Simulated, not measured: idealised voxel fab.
The document below concerns the process module designated voxel self aligned vias.
Pictured: cross-section cut, 190 nm wide, on a grid of 5 nm square cells.
If you're reading a cross-section in this doc, picture square cells in a grid; it comes to you as bands, top ones listed first down to the bottom, and a band can be one or more rows of cells.
For a band, the entry starts with two heights in nm, that of the top and then that of the bottom, and carries on with the band's materials in order from left to right, each alongside its width in nm; the word "all across" beside a single material means it fills the band edge to edge, and "air" means empty space.
Convention: height 0 is the level below which the wafer, as received, is all one material. The lowest band does not terminate at the bottom but continues downward, represented as "0 -> down".
So if you see something like "30 to 40" for the width, read it as the top row of the band sitting at the first number and the bottom row at the second, with every row in between moving by the same amount as the last.
"same as before" for a step: no cell of the cross-section changed in that step.
"Enclosed void entries" - sealed voids, min. 8 cells, no opening to top; format: width x height at distance (distance from left edge; nm throughout).
The remark found on a step's line after its settings is issued by the simulator itself and pertains to that step.
overlay nm: how far to the right of its planned place the mask lay on this masked step (negative: to the left).

# Planned step list for the process
- 1: RECEIVE,material Si
- 2: CONFORMAL_DEP,material SiO2,thk nm 10
- 3: CONFORMAL_DEP,material SiCN,thk nm 5
- 4: DIRECTIONAL_DEP,material lowk,thk nm 20
- 5: PATTERN,tone open,mask id LINES,material resist,width nm 25,pitch nm 65,thk nm 20,overlay nm 0
- 6: DIRECTIONAL_ETCH,etch materials lowk,depth nm 20
- 7: STRIP,etch materials resist
- 8: CONFORMAL_DEP,material TiN,thk nm 5
- 9: FILL_DEP,material Ru,thk nm 10
- 10: CMP,height nm 35
- 11: SELECTIVE_ETCH,etch materials W Ru TiN,depth nm 5
- 12: FILL_DEP,material SiN,thk nm 5
- 13: CMP,height nm 35
- 14: DIRECTIONAL_DEP,material lowk,thk nm 20
- 15: MASKED_ETCH,tone open,mask id VIAS,width nm 35,etch materials lowk,depth nm 20,overlay nm 0
- 16: MASKED_ETCH,tone open,mask id VIAS,width nm 35,etch materials SiN,depth nm 5,overlay nm 0
- 17: CONFORMAL_DEP,material TiN,thk nm 5
- 18: FILL_DEP,material Ru,thk nm 5
- 19: CMP,height nm 55
- 20: CONFORMAL_DEP,material SiCN,thk nm 5

# As-received wafer cross-section (after step 1)
0 -> down = Si all across
Enclosed void entries: none

# Cross-sectional image of the first of two wafers at the end of the module, the run having proceeded as planned
60 -> 55 = SiCN all across
55 -> 40 = lowk=45  TiN=5  Ru=25  TiN=5  lowk=110
40 -> 35 = lowk=45  TiN=10  Ru=15  TiN=10  lowk=110
35 -> 30 = lowk=50  TiN=25  lowk=40  SiN=25  lowk=50
30 -> 20 = lowk=50  TiN=5  Ru=15  TiN=5  lowk=40  TiN=5  Ru=15  TiN=5  lowk=50
20 -> 15 = lowk=50  TiN=25  lowk=40  TiN=25  lowk=50
15 -> 10 = SiCN all across
10 -> 0 = SiO2 all across
0 -> down = Si all across
Enclosed void entries: none

# Cross-section, wafer two of two, end of module: same start and plan as wafer one, one error in execution
60 -> 55 = SiCN all across
55 -> 40 = lowk=45  TiN=5  Ru=25  TiN=5  lowk=110
40 -> 35 = lowk=45  TiN=10  Ru=15  TiN=10  lowk=110
35 -> 30 = lowk=50  TiN=25  lowk=40  SiN=25  lowk=50
30 -> 25 = lowk=50  TiN=25  lowk=40  TiN=25  lowk=50
25 -> 10 = SiCN all across
10 -> 0 = SiO2 all across
0 -> down = Si all across
Enclosed void entries: none
The mistake made against the process plan was this: step 3: run off-plan, actual operation and settings CONFORMAL_DEP,material SiCN,thk nm 15
Per the end-of-run cell counts, the second wafer holds more or fewer of some materials than the first: Ru -12; SiCN +76; TiN -8; lowk -56
